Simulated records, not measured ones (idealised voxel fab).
The following process module bears the name voxel self aligned contacts.
cross-section cut | 180 nm wide | cells 5 nm
Format of a cross-section: grid, square cells. Given as bands. Order: top down. Band: one or more rows of cells.
Top height, bottom height, nm. Materials left to right, width each, nm. Single material + "everywhere" = fills band edge to edge. "empty" = empty.
For the purposes of this specification, 0 denotes the height below which the wafer in its as-received condition is composed wholly of one material, and the lowermost band, lacking a lower limit, extends downward without end, as expressed in "from 0 down".
Note: "30 to 40" means the width goes from the first number (top row of the band) to the second number (bottom row) in equal steps per row of cells.
The cross-section has no changed cell in any step marked "remains unaltered".
Any empty space of 8 cells or more lacking an open way to the top shows up in "Closed void table" as width x height at distance, distance from the left edge, in nm.
Text after the settings on a step's line: the simulator's own remark on that step.
overlay nm: where the mask lay relative to plan, measured to the right, on steps with a mask; negatives go left.
## Process steps foreseen in the plan
1,RECEIVE [material Si]
2,CONFORMAL_DEP [material SiO2] [thk nm 5]
3,DIRECTIONAL_DEP [material polySi] [thk nm 25]
4,DIRECTIONAL_DEP [material SiN] [thk nm 20]
5,PATTERN [tone cover] [mask id GATE] [material resist] [width nm 25] [pitch nm 65] [thk nm 20] [overlay nm 0]
6,DIRECTIONAL_ETCH [etch materials SiN] [depth nm 20]
7,DIRECTIONAL_ETCH [etch materials polySi] [depth nm 25]
8,STRIP [etch materials resist]
9,CONFORMAL_DEP [material SiN] [thk nm 5]
10,DIRECTIONAL_ETCH [etch materials SiN] [depth nm 10]
11,FILL_DEP [material SiO2] [thk nm 20]
12,CMP [height nm 60]
13,PATTERN [tone open] [mask id CONTACT] [material resist] [width nm 50] [thk nm 15] [overlay nm 0]
14,DIRECTIONAL_ETCH [etch materials SiO2] [depth nm 60]
15,STRIP [etch materials resist]
16,CONFORMAL_DEP [material TiN] [thk nm 5]
17,FILL_DEP [material Ru] [thk nm 5]
18,CMP [height nm 60]
19,CONFORMAL_DEP [material SiCN] [thk nm 5]
Split variable: thk nm, step 9. Plan value = first wafer. Wafers start alike.
## Cross-section of the first incoming wafer of several, state after step 1
* from 0 down: Si everywhere
* Closed void table: none
## After the module's final step, step 19: the first of several wafers in cross-section
* from 65 to 60: SiCN everywhere
* from 60 to 50: SiO2 (65) / TiN (5) / Ru (40) / TiN (5) / SiO2 (65)
* from 50 to 45: SiO2 (65) / TiN (15) / Ru (20) / TiN (15) / SiO2 (65)
* from 45 to 30: SiO2 (40) / SiN (35) / TiN (5) / Ru (20) / TiN (5) / SiN (35) / SiO2 (40)
* from 30 to 5: SiO2 (40) / SiN (5) / polySi (25) / SiN (5) / TiN (5) / Ru (20) / TiN (5) / SiN (5) / polySi (25) / SiN (5) / SiO2 (40)
* from 5 to 0: SiO2 (75) / TiN (30) / SiO2 (75)
* from 0 down: Si everywhere
* Closed void table: none
## X-section, last wafer, module end
* from 65 to 60: SiCN everywhere
* from 60 to 30: SiO2 (20) / SiN (140) / SiO2 (20)
* from 30 to 20: SiO2 (20) / SiN (25) / polySi (25) / SiN (40) / polySi (25) / SiN (25) / SiO2 (20)
* from 20 to 5: SiN (45) / polySi (25) / SiN (40) / polySi (25) / SiN (45)
* from 5 to 0: SiO2 everywhere
* from 0 down: Si everywhere
* Closed void table: none
## The table below has one row for each wafer; a row shows, as of the end of the module, how many cells of each material the wafer has gained, marked (+), or lost, marked (-), since it was received, and then the wafer's closed voids
thk nm 5; +52 Ru; +36 SiCN; +62 SiN; +236 SiO2; +32 TiN; +50 polySi; Closed void table: none
thk nm 10; +28 Ru; +36 SiCN; +112 SiN; +210 SiO2; +32 TiN; +50 polySi; Closed void table: none
thk nm 15; +36 SiCN; +184 SiN; +170 SiO2; +28 TiN; +50 polySi; Closed void table: none
thk nm 20; +36 SiCN; +256 SiN; +126 SiO2; +50 polySi; Closed void table: none
thk nm 25; +36 SiCN; +282 SiN; +100 SiO2; +50 polySi; Closed void table: none
